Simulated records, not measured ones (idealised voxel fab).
The following process module bears the name voxel self aligned vias.
The cross-section on display is named cut; it measures 210 nm wide, and its cells are 5 nm squares.
When this document writes out a cross-section, it uses a grid of square cells and lists it as bands, beginning at the top and moving down, with a band standing for one or more rows of cells. Band: top height; bottom height; in nm. Then, left to right: material with width in nm, for each material. "full width": a single material spanning edge to edge. "air": empty space. Measure heights from 0. That's the level where, below it, the as-received wafer is all one material. The lowest band is bottomless and extends downward; write it as in "top 0, no bottom". A two-number width, for instance "30..40", indicates that the width is equal to the first number in the top row of the band and to the second number in the bottom row, and that it changes by a constant amount per row of cells. Any step labelled "no modifications" changed none of the cells in the cross-section. In "Sealed void list" the enclosed voids are listed, meaning empty spaces of 8 cells or larger without any opening to the top. The form is width x height at distance, distance from the left edge, units nm. Past the settings on a step's line: simulator remark, on that step. overlay nm: for a step with a mask, the amount by which the mask lay right of where it was planned; a negative amount means left of it.
# Steps in the process plan
| 1 | RECEIVE (material Si) |
| 2 | CONFORMAL_DEP (material SiO2; thk nm 15) |
| 3 | CONFORMAL_DEP (material SiCN; thk nm 5) |
| 4 | DIRECTIONAL_DEP (material SiO2; thk nm 20) |
| 5 | PATTERN (tone open; mask id LINES; material resist; width nm 15; pitch nm 55; thk nm 15; overlay nm 0) |
| 6 | DIRECTIONAL_ETCH (etch materials SiO2; depth nm 20) |
| 7 | STRIP (etch materials resist) |
| 8 | CONFORMAL_DEP (material TiN; thk nm 5) |
| 9 | FILL_DEP (material Ru; thk nm 5) |
| 10 | CMP (height nm 40) |
| 11 | SELECTIVE_ETCH (etch materials W Ru TiN; depth nm 10) |
| 12 | FILL_DEP (material SiN; thk nm 10) |
| 13 | CMP (height nm 40) |
| 14 | DIRECTIONAL_DEP (material SiO2; thk nm 20) |
| 15 | MASKED_ETCH (tone open; mask id VIAS; width nm 40; pitch nm 110; etch materials SiO2; depth nm 20; overlay nm 0) |
| 16 | MASKED_ETCH (tone open; mask id VIAS; width nm 40; pitch nm 110; etch materials SiN; depth nm 10; overlay nm 0) |
| 17 | CONFORMAL_DEP (material TiN; thk nm 5) |
| 18 | FILL_DEP (material Cu; thk nm 10) |
| 19 | CMP (height nm 60) |
| 20 | CONFORMAL_DEP (material SiCN; thk nm 5) |
It is noted that the wafers described herein are identical at the outset and are distinguished by the width nm of step 5; the value stated in the plan corresponds to the first wafer.
# Cross-section: the first of several wafers in its as-received state, i.e. following step 1
- top 0, no bottom: Si full width
- Sealed void list: none
# The following table contains a row per wafer, in which are reported, at the conclusion of the module, the cells of each material gained (+) or lost (-) since the wafer's receipt, with its closed voids given thereafter
width nm 15 | +40 Cu | +3 Ru | +84 SiCN | +6 SiN | +362 SiO2 | +51 TiN | Sealed void list: none
width nm 20 | +44 Cu | +6 Ru | +84 SiCN | +8 SiN | +350 SiO2 | +54 TiN | Sealed void list: none
width nm 25 | +48 Cu | +9 Ru | +84 SiCN | +10 SiN | +338 SiO2 | +57 TiN | Sealed void list: none
width nm 30 | +52 Cu | +12 Ru | +84 SiCN | +12 SiN | +326 SiO2 | +60 TiN | Sealed void list: none
width nm 35 | +56 Cu | +15 Ru | +84 SiCN | +14 SiN | +314 SiO2 | +63 TiN | Sealed void list: none
